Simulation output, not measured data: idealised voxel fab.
Title: Process Module voxel ribs on slabs
Cross-sectional view cut (width: 165 nm; square cell size: 5 nm).
Notation: cross-section as square-cell grid; stated in bands, top first, going down; one or more cell rows per band. Top height, bottom height, nm. Materials left to right, width each, nm. Single material + "all across" = fills band edge to edge. "blank" = empty. Height datum 0, below which the as-received substrate wafer is one material. Lowest band open at the bottom, running downward: "0..down". The width entry "30 to 40" should be interpreted row by row: the top row of cells in the band takes the first number, the bottom row takes the second number, and the change between adjacent rows is uniform throughout. Basically "remained the same" means that step didn't change any cell in the cross-section. The list in "closed voids" covers empty spaces of 8 cells or more that cannot reach the top through any open way, and it gives each as width x height at distance; the distance is from the left edge, and width, height and distance are in nm. On a step's line, text after the settings is the simulator commenting on that step. You can add "overlay nm" to a step's line. For a step with a mask, it describes how far the mask lay to the right of its planned position, and a negative number describes a lay to the left.
### Steps planned for the process
| 1 | RECEIVE | material Si |
| 2 | DIRECTIONAL_DEP | material SiO2 | thk nm 30 |
| 3 | DIRECTIONAL_DEP | material SiN | thk nm 25 |
| 4 | MASKED_ETCH | tone cover | mask id RIB | width nm 25 | etch materials SiN | depth nm 15 | overlay nm 0 |
| 5 | DIRECTIONAL_DEP | material aC | thk nm 15 |
| 6 | PATTERN | tone cover | mask id SLAB | material resist | width nm 55 | thk nm 30 | overlay nm 0 |
| 7 | DIRECTIONAL_ETCH | etch materials aC | depth nm 15 |
| 8 | STRIP | etch materials resist |
| 9 | DIRECTIONAL_ETCH | etch materials SiN | depth nm 10 |
| 10 | STRIP | etch materials aC |
| 11 | FILL_DEP | material SiO2 | thk nm 15 |
| 12 | CMP | height nm 65 |
| 13 | DIRECTIONAL_DEP | material W | thk nm 5 |
| 14 | PATTERN | tone cover | mask id HEATER | material resist | width nm 35 | thk nm 20 | overlay nm 0 |
| 15 | DIRECTIONAL_ETCH | etch materials W | depth nm 5 |
| 16 | STRIP | etch materials resist |
| 17 | CONFORMAL_DEP | material SiO2 | thk nm 5 |
### Step 1 complete: cross-section of the wafer as received
	0..down | Si all across
	closed voids: none
### Result of the module, cross-sectioned: start per above, plan per above, one error in how it was run
	75..70 | blank 60 nm, then SiO2 50 nm, then blank 55 nm
	70..65 | SiO2 65 nm, then W 40 nm, then SiO2 60 nm
	65..55 | SiO2 all across
	55..40 | SiO2 70 nm, then SiN 25 nm, then SiO2 70 nm
	40..30 | SiO2 55 nm, then SiN 55 nm, then SiO2 55 nm
	30..0 | SiO2 all across
	0..down | Si all across
	closed voids: none
What was done differently from what was planned? step 14 was processed under conditions differing from the plan, specifically as PATTERN | tone cover | mask id HEATER | material resist | width nm 40 | thk nm 20 | overlay nm 0
